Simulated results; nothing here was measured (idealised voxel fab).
process module | voxel tone inversion
cross-section cut | 245 nm wide | cells 5 nm
A cross-section is a grid of square cells, given in bands from the top down. A band is one or more rows of cells.
Each band's line starts with the height of the band's top and of its bottom, in nm. Then come its materials from left to right, each with its width in nm. One material with "throughout" fills the band from edge to edge. "air" is empty space.
Height 0 is the level under which the wafer as received is all one material. The lowest band goes on downwards, as in "0 down".
A width such as "30 to 40" changes by the same amount from each row of cells to the next, from the band's top row to its bottom row.
"no change" after a step means that no cell of the cross-section changed.
closed voids: empty space of 8 cells or more with no open way to the top, each as width x height at its distance from the left edge, in nm
after a step's settings: what the simulator itself notes on the step
overlay nm, on a step with a mask: how far to the right of its planned place the mask lay; to the left if negative
plan
1 op RECEIVE | material Si
2 op CONFORMAL_DEP | material SiCN | thk nm 5
3 op DIRECTIONAL_DEP | material polySi | thk nm 15
4 op PATTERN | tone cover | mask id POSTS | material resist | width nm 20 | pitch nm 45 | thk nm 20 | overlay nm -15
5 op DIRECTIONAL_ETCH | etch materials polySi | depth nm 15
6 op STRIP | etch materials resist
7 op FILL_DEP | material lowk | thk nm 5
8 op CMP | height nm 20
9 op STRIP | etch materials polySi
varied across the wafers: overlay nm of step 4. The plan shows the first wafer's value. All wafers start alike
first wafer as received, after step 1
  0 down: Si throughout
  closed voids: none
first wafer at the end, after step 9
  20 to 5: lowk 30 | air 20 | lowk 25 | air 20 | lowk 25 | air 20 | lowk 25 | air 20 | lowk 60
  5 to 0: SiCN throughout
  0 down: Si throughout
  closed voids: none
last wafer at the end
  20 to 5: lowk 60 | air 20 | lowk 25 | air 20 | lowk 25 | air 20 | lowk 25 | air 20 | lowk 30
  5 to 0: SiCN throughout
  0 down: Si throughout
  closed voids: none
each wafer at the end: cells of each material gained (+) or lost (-) since it was received, then its closed voids
overlay nm -15 | +49 SiCN | +99 lowk | closed voids: none
overlay nm -10 | +49 SiCN | +99 lowk | closed voids: none
overlay nm -5 | +49 SiCN | +99 lowk | closed voids: none
overlay nm 0 | +49 SiCN | +99 lowk | closed voids: none
overlay nm 5 | +49 SiCN | +99 lowk | closed voids: none
overlay nm 10 | +49 SiCN | +99 lowk | closed voids: none
overlay nm 15 | +49 SiCN | +99 lowk | closed voids: none
